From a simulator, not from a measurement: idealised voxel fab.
Name of the process module below: voxel ribs on slabs
It is cross-section cut that appears here, measuring 255 nm in width, its square cells being 5 nm in size.
Just so we're on the same page, the cross-sections are grids of square cells, and they're listed out in bands top to bottom, each band one or more rows deep.
Read a band's entry like this: the first values are the height of its top and the height of its bottom in nm, and what follows is the sequence of materials from left to right, each with its width in nm. Note that "blank" is empty space, and that a single material marked "throughout" reaches across the band from edge to edge.
For the purposes of this specification, 0 denotes the height below which the wafer in its as-received condition is composed wholly of one material, and the lowermost band, lacking a lower limit, extends downward without end, as expressed in "0 down".
Note: "30 to 40" means the width goes from the first number (top row of the band) to the second number (bottom row) in equal steps per row of cells.
The designation "remained unchanged", where it is given for a processing step, indicates that no cell of the cross-section was altered in the course of that step.
The entry titled "Enclosed void inventory" provides the empty spaces that have no open way to the top, restricted to those of 8 cells or more. Each is presented as width x height at distance, the distance being measured from the left edge, with all three in nm.
Heads up: the bit after the settings on a step's line is the simulator's remark on that step.
The setting "overlay nm" may be written on the line of a step. When the step uses a mask, the value reports how far to the right of the planned place the mask lay, and a negative value reports that it lay to the left.
# Here's what the planned process steps look like
step 1: RECEIVE | material Si
step 2: DIRECTIONAL_DEP | material SiO2 | thk nm 30
step 3: DIRECTIONAL_DEP | material SiN | thk nm 15
step 4: MASKED_ETCH | tone cover | mask id RIB | width nm 20 | etch materials SiN | depth nm 5 | overlay nm 0
step 5: PATTERN | tone cover | mask id SLAB | material resist | width nm 70 | thk nm 20 | overlay nm 0
step 6: DIRECTIONAL_ETCH | etch materials SiN | depth nm 10
step 7: STRIP | etch materials resist
step 8: FILL_DEP | material SiO2 | thk nm 25
step 9: CMP | height nm 60
step 10: DIRECTIONAL_DEP | material W | thk nm 10
step 11: DIRECTIONAL_DEP | material aC | thk nm 15
step 12: PATTERN | tone cover | mask id HEATER | material resist | width nm 30 | thk nm 35 | overlay nm 0
step 13: DIRECTIONAL_ETCH | etch materials aC | depth nm 15
step 14: STRIP | etch materials resist
step 15: DIRECTIONAL_ETCH | etch materials W | depth nm 10
step 16: STRIP | etch materials aC
step 17: CONFORMAL_DEP | material SiO2 | thk nm 5
# So, the first of our two wafers, run just as we planned it
# Received-state cross-section, reflecting completion of step 1
    0 down: Si throughout
    Enclosed void inventory: none
# Cross-section through the wafer, step 2 finished
    30 to 0: SiO2 throughout
    Lower than 0, everything is as it was.
# Cross-section through the wafer, step 3 finished
    45 to 30: SiN throughout
    Lower than 30, everything is as it was.
# Cross-section through the wafer, step 4 finished
    45 to 40: blank=115, then SiN=20, then blank=120
    Lower than 40, everything is as it was.
# Cross-section through the wafer, step 5 finished
    65 to 45: blank=90, then resist=70, then blank=95
    45 to 40: blank=90, then resist=25, then SiN=20, then resist=25, then blank=95
    Lower than 40, everything is as it was.
# Cross-section through the wafer, step 6 finished
    65 to 45: blank=90, then resist=70, then blank=95
    45 to 40: blank=90, then resist=25, then SiN=20, then resist=25, then blank=95
    40 to 30: blank=90, then SiN=70, then blank=95
    Lower than 30, everything is as it was.
# Cross-section through the wafer, step 7 finished
    45 to 40: blank=115, then SiN=20, then blank=120
    Lower than 40, everything is as it was.
# Cross-section through the wafer, step 8 finished
    70 to 45: SiO2 throughout
    45 to 40: SiO2=115, then SiN=20, then SiO2=120
    40 to 30: SiO2=90, then SiN=70, then SiO2=95
    Lower than 30, everything is as it was.
# Cross-section through the wafer, step 9 finished
    60 to 45: SiO2 throughout
    Lower than 45, everything is as it was.
# Cross-section through the wafer, step 10 finished
    70 to 60: W throughout
    Lower than 60, everything is as it was.
# Cross-section through the wafer, step 11 finished
    85 to 70: aC throughout
    Lower than 70, everything is as it was.
# Cross-section through the wafer, step 12 finished
    120 to 85: blank=110, then resist=30, then blank=115
    Lower than 85, everything is as it was.
# Cross-section through the wafer, step 13 finished
    105 to 85: blank=110, then resist=30, then blank=115
    85 to 70: blank=110, then aC=30, then blank=115
    Lower than 70, everything is as it was.
# Cross-section through the wafer, step 14 finished
    85 to 70: blank=110, then aC=30, then blank=115
    Lower than 70, everything is as it was.
# Cross-section through the wafer, step 15 finished
    85 to 70: blank=110, then aC=30, then blank=115
    70 to 60: blank=110, then W=30, then blank=115
    Lower than 60, everything is as it was.
# Cross-section through the wafer, step 16 finished
    70 to 60: blank=110, then W=30, then blank=115
    Lower than 60, everything is as it was.
# Cross-section through the wafer, step 17 finished
    75 to 70: blank=105, then SiO2=40, then blank=110
    70 to 65: blank=105, then SiO2=5, then W=30, then SiO2=5, then blank=110
    65 to 60: SiO2=110, then W=30, then SiO2=115
    Lower than 60, everything is as it was.
# Second wafer. Start and plan as for the first. One mistake made in running. Agrees with the first up to and including step 1
# Cross-section of the second wafer when, according to plan, step 2 should have finished
    15 to 0: SiN throughout
    Lower than 0, everything is as it was.
# Cross-section of the second wafer when, according to plan, step 3 should have finished
    45 to 15: SiO2 throughout
    Lower than 15, everything is as it was.
Cross-section of the second wafer when, according to plan, step 4 should have finished: remained unchanged
# Cross-section of the second wafer when, according to plan, step 5 should have finished
    65 to 45: blank=90, then resist=70, then blank=95
    Lower than 45, everything is as it was.
Cross-section of the second wafer when, according to plan, step 6 should have finished: remained unchanged
# Cross-section of the second wafer when, according to plan, step 7 should have finished
    45 to 15: SiO2 throughout
    Lower than 15, everything is as it was.
# Cross-section of the second wafer when, according to plan, step 8 should have finished
    70 to 15: SiO2 throughout
    Lower than 15, everything is as it was.
# Cross-section of the second wafer when, according to plan, step 9 should have finished
    60 to 15: SiO2 throughout
    Lower than 15, everything is as it was.
# Cross-section of the second wafer when, according to plan, step 10 should have finished
    70 to 60: W throughout
    Lower than 60, everything is as it was.
# Cross-section of the second wafer when, according to plan, step 11 should have finished
    85 to 70: aC throughout
    Lower than 70, everything is as it was.
# Cross-section of the second wafer when, according to plan, step 12 should have finished
    120 to 85: blank=110, then resist=30, then blank=115
    Lower than 85, everything is as it was.
# Cross-section of the second wafer when, according to plan, step 13 should have finished
    105 to 85: blank=110, then resist=30, then blank=115
    85 to 70: blank=110, then aC=30, then blank=115
    Lower than 70, everything is as it was.
# Cross-section of the second wafer when, according to plan, step 14 should have finished
    85 to 70: blank=110, then aC=30, then blank=115
    Lower than 70, everything is as it was.
# Cross-section of the second wafer when, according to plan, step 15 should have finished
    85 to 70: blank=110, then aC=30, then blank=115
    70 to 60: blank=110, then W=30, then blank=115
    Lower than 60, everything is as it was.
# Cross-section of the second wafer when, according to plan, step 16 should have finished
    70 to 60: blank=110, then W=30, then blank=115
    Lower than 60, everything is as it was.
# Cross-section of the second wafer when, according to plan, step 17 should have finished
    75 to 70: blank=105, then SiO2=40, then blank=110
    70 to 65: blank=105, then SiO2=5, then W=30, then SiO2=5, then blank=110
    65 to 60: SiO2=110, then W=30, then SiO2=115
    Lower than 60, everything is as it was.
Heads up, the wafer didn't run the way we planned it: steps 2 and 3 run out of order (swapped)
At the finish, the second wafer shows more or fewer cells for some materials than the first does: 121 more of SiN, 121 fewer of SiO2
